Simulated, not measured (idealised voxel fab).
Process module name: voxel released beams
In the cross-section labelled cut, the width is 220 nm and each square cell is 5 nm.
Cross-section, as written here: a square-cell grid given band by band from the top down, where a band holds one or more rows of cells.
First you get the band's top height and its bottom height, in nm, and then the materials it's made of, left to right, with each width in nm. If you see a single material with "everywhere", that one covers the band edge to edge. "blank" is empty space.
The reference from which all heights are counted is 0, the level beneath which the as-received wafer is entirely one material; the lowest band, having no lower bound, proceeds downward and is written after the example "from 0 down".
Note: "30->40" means the width goes from the first number (top row of the band) to the second number (bottom row) in equal steps per row of cells.
What does "nothing got changed" mean for a step? It means no cell of the cross-section changed in that step.
"Encapsulated voids": sealed empty spaces, 8 cells or more, no open way to top, listed width x height at distance, with distance from the left edge and width, height and distance in nm.
Step line, after settings: the simulator's comment on this step.
overlay nm: how far to the right of its planned place the mask lay on this masked step (negative: to the left).

# Process steps (planned)
1. RECEIVE | material Si
2. CONFORMAL_DEP | material SiN | thk nm 5
3. DIRECTIONAL_DEP | material SiO2 | thk nm 15
4. PATTERN | tone open | mask id ANCHOR | material resist | width nm 35 | thk nm 20 | overlay nm 0
5. DIRECTIONAL_ETCH | etch materials SiO2 | depth nm 15
6. STRIP | etch materials resist
7. CONFORMAL_DEP | material TiN | thk nm 10
8. MASKED_ETCH | tone cover | mask id BEAM | width nm 105 | etch materials TiN | depth nm 10 | overlay nm 0
9. STRIP | etch materials SiO2

# First of the two wafers, run per plan

# Wafer at receipt (post step 1), cross-section
from 0 down = Si everywhere
Encapsulated voids: none

# State of the wafer after step 2, shown in cross-section
from 5 to 0 = SiN everywhere
Beneath the level 0, the cross-section is identical to its previous state.

# State of the wafer after step 3, shown in cross-section
from 20 to 5 = SiO2 everywhere
Beneath the level 5, the cross-section is identical to its previous state.

# State of the wafer after step 4, shown in cross-section
from 40 to 20 = resist=60 / blank=35 / resist=125
Beneath the level 20, the cross-section is identical to its previous state.

# State of the wafer after step 5, shown in cross-section
from 40 to 20 = resist=60 / blank=35 / resist=125
from 20 to 5 = SiO2=60 / blank=35 / SiO2=125
Beneath the level 5, the cross-section is identical to its previous state.

# State of the wafer after step 6, shown in cross-section
from 20 to 5 = SiO2=60 / blank=35 / SiO2=125
Beneath the level 5, the cross-section is identical to its previous state.

# State of the wafer after step 7, shown in cross-section
from 30 to 20 = TiN=70 / blank=15 / TiN=135
from 20 to 15 = SiO2=60 / TiN=10 / blank=15 / TiN=10 / SiO2=125
from 15 to 5 = SiO2=60 / TiN=35 / SiO2=125
Beneath the level 5, the cross-section is identical to its previous state.

# State of the wafer after step 8, shown in cross-section
from 30 to 20 = blank=55 / TiN=15 / blank=15 / TiN=75 / blank=60
Beneath the level 20, the cross-section is identical to its previous state.

# State of the wafer after step 9, shown in cross-section
from 30 to 20 = blank=55 / TiN=15 / blank=15 / TiN=75 / blank=60
from 20 to 15 = blank=60 / TiN=10 / blank=15 / TiN=10 / blank=125
from 15 to 5 = blank=60 / TiN=35 / blank=125
Beneath the level 5, the cross-section is identical to its previous state.

# Wafer two of two - same starting point, same process plan, one mistake in execution; matches wafer one up to and including step 7

# Here is the second wafer in cross-section at the point where step 8 of the plan should have been done
from 30 to 20 = blank=55 / TiN=15 / blank=15 / TiN=75 / blank=60
Beneath the level 20, the cross-section is identical to its previous state.

# Here is the second wafer in cross-section at the point where step 9 of the plan should have been done
from 30 to 20 = blank=55 / TiN=15 / blank=15 / TiN=75 / blank=60
from 20 to 15 = blank=60 / TiN=10 / blank=15 / TiN=10 / blank=125
from 15 to 5 = blank=60 / TiN=35 / blank=125
Beneath the level 5, the cross-section is identical to its previous state.
What went wrong in running the wafer? the plan had its step 8 run twice
at the end the two cross-sections are the same: no effect in what this model computes
